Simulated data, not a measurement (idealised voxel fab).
Module name: voxel ribs on slabs (process module)
It is cross-section cut that appears here, measuring 180 nm in width, its square cells being 5 nm in size.
Cross-section, as written here: a square-cell grid given band by band from the top down, where a band holds one or more rows of cells.
Top height, bottom height, nm. Materials left to right, width each, nm. Single material + "edge to edge" = fills band edge to edge. "air" = empty.
Height datum 0, below which the as-received substrate wafer is one material. Lowest band open at the bottom, running downward: "0..down".
When a width is written as two numbers, as in "30->40", the first number is the width in the top row of cells of the band and the second is the width in its bottom row, and the width changes by the same amount from each row to the next.
"no alteration" means the step left every cell of the cross-section as it was.
So "Completely sealed voids" is basically the list of trapped voids: any empty space of 8 cells or more that can't reach the top through an opening. They're written width x height at distance, the distance being from the left edge, and it's all nm.
If you see something after the settings on a step's line, that's the simulator's own remark about that step.
overlay nm: for a step with a mask, the amount by which the mask lay right of where it was planned; a negative amount means left of it.

-- Below is the list of planned process steps
1: RECEIVE, material Si
2: DIRECTIONAL_DEP, material SiO2, thk nm 25
3: DIRECTIONAL_DEP, material polySi, thk nm 15
4: DIRECTIONAL_DEP, material aC, thk nm 10
5: PATTERN, tone cover, mask id RIB, material resist, width nm 20, thk nm 30, overlay nm 0
6: DIRECTIONAL_ETCH, etch materials aC, depth nm 10
7: STRIP, etch materials resist
8: DIRECTIONAL_ETCH, etch materials polySi, depth nm 10
9: STRIP, etch materials aC
10: PATTERN, tone cover, mask id SLAB, material resist, width nm 70, thk nm 15, overlay nm 0
11: DIRECTIONAL_ETCH, etch materials polySi, depth nm 5
12: STRIP, etch materials resist
13: FILL_DEP, material SiO2, thk nm 25
14: CMP, height nm 55
15: DIRECTIONAL_DEP, material TiN, thk nm 10
16: PATTERN, tone cover, mask id HEATER, material resist, width nm 30, thk nm 15, overlay nm 0
17: DIRECTIONAL_ETCH, etch materials TiN, depth nm 10
18: STRIP, etch materials resist
19: CONFORMAL_DEP, material SiN, thk nm 5

-- First wafer of two (run as planned)

-- Wafer at receipt (post step 1), cross-section
- 0..down | Si edge to edge
- Completely sealed voids: none

-- Cross-section of the wafer after step 2
- 25..0 | SiO2 edge to edge
- For the remainder of the cross-section, below 0, there is no change.

-- Cross-section of the wafer after step 3
- 40..25 | polySi edge to edge
- For the remainder of the cross-section, below 25, there is no change.

-- Cross-section of the wafer after step 4
- 50..40 | aC edge to edge
- For the remainder of the cross-section, below 40, there is no change.

-- Cross-section of the wafer after step 5
- 80..50 | air 80 | resist 20 | air 80
- For the remainder of the cross-section, below 50, there is no change.

-- Cross-section of the wafer after step 6
- 70..50 | air 80 | resist 20 | air 80
- 50..40 | air 80 | aC 20 | air 80
- For the remainder of the cross-section, below 40, there is no change.

-- Cross-section of the wafer after step 7
- 50..40 | air 80 | aC 20 | air 80
- For the remainder of the cross-section, below 40, there is no change.

-- Cross-section of the wafer after step 8
- 50..40 | air 80 | aC 20 | air 80
- 40..30 | air 80 | polySi 20 | air 80
- For the remainder of the cross-section, below 30, there is no change.

-- Cross-section of the wafer after step 9
- 40..30 | air 80 | polySi 20 | air 80
- For the remainder of the cross-section, below 30, there is no change.

-- Cross-section of the wafer after step 10
- 55..40 | air 55 | resist 70 | air 55
- 40..30 | air 55 | resist 25 | polySi 20 | resist 25 | air 55
- For the remainder of the cross-section, below 30, there is no change.

-- Cross-section of the wafer after step 11
- 55..40 | air 55 | resist 70 | air 55
- 40..30 | air 55 | resist 25 | polySi 20 | resist 25 | air 55
- 30..25 | air 55 | polySi 70 | air 55
- For the remainder of the cross-section, below 25, there is no change.

-- Cross-section of the wafer after step 12
- 40..30 | air 80 | polySi 20 | air 80
- For the remainder of the cross-section, below 30, there is no change.

-- Cross-section of the wafer after step 13
- 65..40 | SiO2 edge to edge
- 40..30 | SiO2 80 | polySi 20 | SiO2 80
- 30..25 | SiO2 55 | polySi 70 | SiO2 55
- For the remainder of the cross-section, below 25, there is no change.

-- Cross-section of the wafer after step 14
- 55..40 | SiO2 edge to edge
- For the remainder of the cross-section, below 40, there is no change.

-- Cross-section of the wafer after step 15
- 65..55 | TiN edge to edge
- For the remainder of the cross-section, below 55, there is no change.

-- Cross-section of the wafer after step 16
- 80..65 | air 75 | resist 30 | air 75
- For the remainder of the cross-section, below 65, there is no change.

-- Cross-section of the wafer after step 17
- 80..65 | air 75 | resist 30 | air 75
- 65..55 | air 75 | TiN 30 | air 75
- For the remainder of the cross-section, below 55, there is no change.

-- Cross-section of the wafer after step 18
- 65..55 | air 75 | TiN 30 | air 75
- For the remainder of the cross-section, below 55, there is no change.

-- Cross-section of the wafer after step 19
- 70..65 | air 70 | SiN 40 | air 70
- 65..60 | air 70 | SiN 5 | TiN 30 | SiN 5 | air 70
- 60..55 | SiN 75 | TiN 30 | SiN 75
- For the remainder of the cross-section, below 55, there is no change.

-- Wafer two: like wafer one in start and plan, but with one mistake in execution; identical up to and including step 15

-- Second wafer: cross-section at the scheduled end of step 16
- 80..65 | air 80 | resist 30 | air 70
- For the remainder of the cross-section, below 65, there is no change.

-- Second wafer: cross-section at the scheduled end of step 17
- 80..65 | air 80 | resist 30 | air 70
- 65..55 | air 80 | TiN 30 | air 70
- For the remainder of the cross-section, below 55, there is no change.

-- Second wafer: cross-section at the scheduled end of step 18
- 65..55 | air 80 | TiN 30 | air 70
- For the remainder of the cross-section, below 55, there is no change.

-- Second wafer: cross-section at the scheduled end of step 19
- 70..65 | air 75 | SiN 40 | air 65
- 65..60 | air 75 | SiN 5 | TiN 30 | SiN 5 | air 65
- 60..55 | SiN 80 | TiN 30 | SiN 70
- For the remainder of the cross-section, below 55, there is no change.
Deviation noted in wafer processing: step 16 ran as: PATTERN, tone cover, mask id HEATER, material resist, width nm 30, thk nm 15, overlay nm 5
In the final comparison it is observed that the number of cells assigned to each material is identical for the two wafers, whereas their placement is not.
